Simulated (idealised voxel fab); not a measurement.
Proc. module: voxel double patterning
The cross-section on display is named cut; it measures 160 nm wide, and its cells are 5 nm squares.
How to read a cross-section here: the picture is a grid of square cells, written as bands going from the top down, and any band can span one or more rows of cells. Read a band's entry like this: the first values are the height of its top and the height of its bottom in nm, and what follows is the sequence of materials from left to right, each with its width in nm. Note that "blank" is empty space, and that a single material marked "edge to edge" reaches across the band from edge to edge. Counting heights begins at 0, where everything beneath is, in the wafer as received, one material. The lowest band has no bottom; it goes on downwards, as "0..down" shows. The notation "30..40" denotes a width that varies across the rows of cells in the band, beginning at the first number in the top row, finishing at the second number in the bottom row, and changing by an identical amount from each row to the next. "nothing got changed" -> step changed no cross-section cell. Entry "Completely enclosed voids". Content: empty spaces with no open connection to the top, size 8 cells or greater. Each: width x height at distance. Distance: from left edge. Unit: nm. The remark found on a step's line after its settings is issued by the simulator itself and pertains to that step. overlay nm: for a step with a mask, the amount by which the mask lay right of where it was planned; a negative amount means left of it.

Process steps (planned)
step 1: op RECEIVE | material Si
step 2: op CONFORMAL_DEP | material SiO2 | thk nm 5
step 3: op DIRECTIONAL_DEP | material TiN | thk nm 10
step 4: op DIRECTIONAL_DEP | material SiCN | thk nm 5
step 5: op PATTERN | tone open | mask id FIRST | material resist | width nm 15 | pitch nm 50 | thk nm 20 | overlay nm 0
step 6: op DIRECTIONAL_ETCH | etch materials SiCN | depth nm 5
step 7: op STRIP | etch materials resist
step 8: op PATTERN | tone open | mask id SECOND | material resist | width nm 15 | thk nm 20 | overlay nm 0
step 9: op DIRECTIONAL_ETCH | etch materials SiCN | depth nm 5
step 10: op STRIP | etch materials resist
step 11: op DIRECTIONAL_ETCH | etch materials TiN | depth nm 10
step 12: op STRIP | etch materials SiCN

Concerning the first of two wafers, which was run in accordance with the plan

As-received wafer cross-section (after step 1)
- 0..down | Si edge to edge
- Completely enclosed voids: none

Once step 2 is through, the wafer looks like this in cross-section
- 5..0 | SiO2 edge to edge
- Everything under 0 stays put, no change at all.

Once step 3 is through, the wafer looks like this in cross-section
- 15..5 | TiN edge to edge
- Everything under 5 stays put, no change at all.

Once step 4 is through, the wafer looks like this in cross-section
- 20..15 | SiCN edge to edge
- Everything under 15 stays put, no change at all.

Once step 5 is through, the wafer looks like this in cross-section
- 40..20 | resist=45 / blank=15 / resist=35 / blank=15 / resist=50
- Everything under 20 stays put, no change at all.

Once step 6 is through, the wafer looks like this in cross-section
- 40..20 | resist=45 / blank=15 / resist=35 / blank=15 / resist=50
- 20..15 | SiCN=45 / blank=15 / SiCN=35 / blank=15 / SiCN=50
- Everything under 15 stays put, no change at all.

Once step 7 is through, the wafer looks like this in cross-section
- 20..15 | SiCN=45 / blank=15 / SiCN=35 / blank=15 / SiCN=50
- Everything under 15 stays put, no change at all.

Once step 8 is through, the wafer looks like this in cross-section
- 40..20 | resist=70 / blank=15 / resist=75
- 20..15 | SiCN=45 / resist=15 / SiCN=35 / resist=15 / SiCN=50
- Everything under 15 stays put, no change at all.

Once step 9 is through, the wafer looks like this in cross-section
- 40..20 | resist=70 / blank=15 / resist=75
- 20..15 | SiCN=45 / resist=15 / SiCN=10 / blank=15 / SiCN=10 / resist=15 / SiCN=50
- Everything under 15 stays put, no change at all.

Once step 10 is through, the wafer looks like this in cross-section
- 20..15 | SiCN=45 / blank=15 / SiCN=10 / blank=15 / SiCN=10 / blank=15 / SiCN=50
- Everything under 15 stays put, no change at all.

Once step 11 is through, the wafer looks like this in cross-section
- 20..15 | SiCN=45 / blank=15 / SiCN=10 / blank=15 / SiCN=10 / blank=15 / SiCN=50
- 15..5 | TiN=45 / blank=15 / TiN=10 / blank=15 / TiN=10 / blank=15 / TiN=50
- Everything under 5 stays put, no change at all.

Once step 12 is through, the wafer looks like this in cross-section
- 15..5 | TiN=45 / blank=15 / TiN=10 / blank=15 / TiN=10 / blank=15 / TiN=50
- Everything under 5 stays put, no change at all.

The remaining wafer, second of the two, started like the first and was run to the same plan, except that one mistake was made along the way; the two coincide through step 2, inclusive

Cross-sectional view of the second wafer at the intended end time of process step 3
- 15..0 | SiO2 edge to edge
- Everything under 0 stays put, no change at all.

Cross-sectional view of the second wafer at the intended end time of process step 4
- 20..15 | SiCN edge to edge
- Everything under 15 stays put, no change at all.

Cross-sectional view of the second wafer at the intended end time of process step 5
- 40..20 | resist=45 / blank=15 / resist=35 / blank=15 / resist=50
- Everything under 20 stays put, no change at all.

Cross-sectional view of the second wafer at the intended end time of process step 6
- 40..20 | resist=45 / blank=15 / resist=35 / blank=15 / resist=50
- 20..15 | SiCN=45 / blank=15 / SiCN=35 / blank=15 / SiCN=50
- Everything under 15 stays put, no change at all.

Cross-sectional view of the second wafer at the intended end time of process step 7
- 20..15 | SiCN=45 / blank=15 / SiCN=35 / blank=15 / SiCN=50
- Everything under 15 stays put, no change at all.

Cross-sectional view of the second wafer at the intended end time of process step 8
- 40..20 | resist=70 / blank=15 / resist=75
- 20..15 | SiCN=45 / resist=15 / SiCN=35 / resist=15 / SiCN=50
- Everything under 15 stays put, no change at all.

Cross-sectional view of the second wafer at the intended end time of process step 9
- 40..20 | resist=70 / blank=15 / resist=75
- 20..15 | SiCN=45 / resist=15 / SiCN=10 / blank=15 / SiCN=10 / resist=15 / SiCN=50
- Everything under 15 stays put, no change at all.

Cross-sectional view of the second wafer at the intended end time of process step 10
- 20..15 | SiCN=45 / blank=15 / SiCN=10 / blank=15 / SiCN=10 / blank=15 / SiCN=50
- Everything under 15 stays put, no change at all.

Cross-sectional view of the second wafer at the intended end time of process step 11: nothing got changed

Cross-sectional view of the second wafer at the intended end time of process step 12
- 15..0 | SiO2 edge to edge
- Everything under 0 stays put, no change at all.
In executing the process, a mistake was made relative to the plan: step 3 ran with different settings than intended, the actual operation and settings being op DIRECTIONAL_DEP | material SiO2 | thk nm 10
It is noted that, at the conclusion of processing, the second wafer exhibits a higher or lower cell count for certain materials relative to the first: 64 more of SiO2 | 46 fewer of TiN
